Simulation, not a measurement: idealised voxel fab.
The document below concerns the process module designated voxel trench capacitor.
This is section cut - it's 300 nm across, gridded in 5 nm square cells.
Notation: cross-section as square-cell grid; stated in bands, top first, going down; one or more cell rows per band. First you get the band's top height and its bottom height, in nm, and then the materials it's made of, left to right, with each width in nm. If you see a single material with "throughout", that one covers the band edge to edge. "blank" is empty space. Heights are expressed relative to 0, this being the level below which the as-received wafer comprises one material exclusively. The lowest band is unbounded in the downward direction and is denoted as in "top 0, no bottom". Quick explanation for "30->40": the width changes in equal steps down the rows of cells, from the first number in the band's top row to the second number in its bottom row. For the purposes of this document, the phrase "no modification" attached to a step denotes that no cell within the cross-section was modified by that step. "Cavities, sealed": empty spaces of 8 cells or more with no open way to the top, each given as width x height at distance, distance from the left edge, all in nm. Formally, on a step line, whatever follows the settings is a remark that the simulator itself makes on the step. You can add "overlay nm" to a step's line. For a step with a mask, it describes how far the mask lay to the right of its planned position, and a negative number describes a lay to the left.

Steps planned for the process:
1 op RECEIVE | material Si
2 op CONFORMAL_DEP | material SiN | thk nm 10
3 op PATTERN | tone open | mask id TRENCH | material resist | width nm 15 | pitch nm 40 | thk nm 20 | overlay nm 0
4 op DIRECTIONAL_ETCH | etch materials SiN | depth nm 10
5 op DIRECTIONAL_ETCH | etch materials Si | depth nm 25
6 op STRIP | etch materials resist
7 op CONFORMAL_DEP | material Al2O3 | thk nm 5
8 op FILL_DEP | material polySi | thk nm 5
9 op CMP | height nm 10

Cross-section: wafer on arrival = after step 1:
top 0, no bottom: Si throughout
Cavities, sealed: none

Post-module cross-section: identical start and plan to those above, one misstep in execution:
top 10, bottom 0: 80 of SiN, then 5 of Al2O3, then 5 of polySi, then 5 of Al2O3, then 25 of SiN, then 5 of Al2O3, then 5 of polySi, then 5 of Al2O3, then 25 of SiN, then 5 of Al2O3, then 5 of polySi, then 5 of Al2O3, then 25 of SiN, then 5 of Al2O3, then 5 of polySi, then 5 of Al2O3, then 85 of SiN
top 0, bottom -25: 80 of Si, then 5 of Al2O3, then 5 of polySi, then 5 of Al2O3, then 25 of Si, then 5 of Al2O3, then 5 of polySi, then 5 of Al2O3, then 25 of Si, then 5 of Al2O3, then 5 of polySi, then 5 of Al2O3, then 25 of Si, then 5 of Al2O3, then 5 of polySi, then 5 of Al2O3, then 85 of Si
top -25, bottom -30: 80 of Si, then 15 of Al2O3, then 25 of Si, then 15 of Al2O3, then 25 of Si, then 15 of Al2O3, then 25 of Si, then 15 of Al2O3, then 85 of Si
top -30, no bottom: Si throughout
Cavities, sealed: none
Error vs. plan: heads up, step 5 didn't go per plan, it actually ran as op DIRECTIONAL_ETCH | etch materials Si | depth nm 30
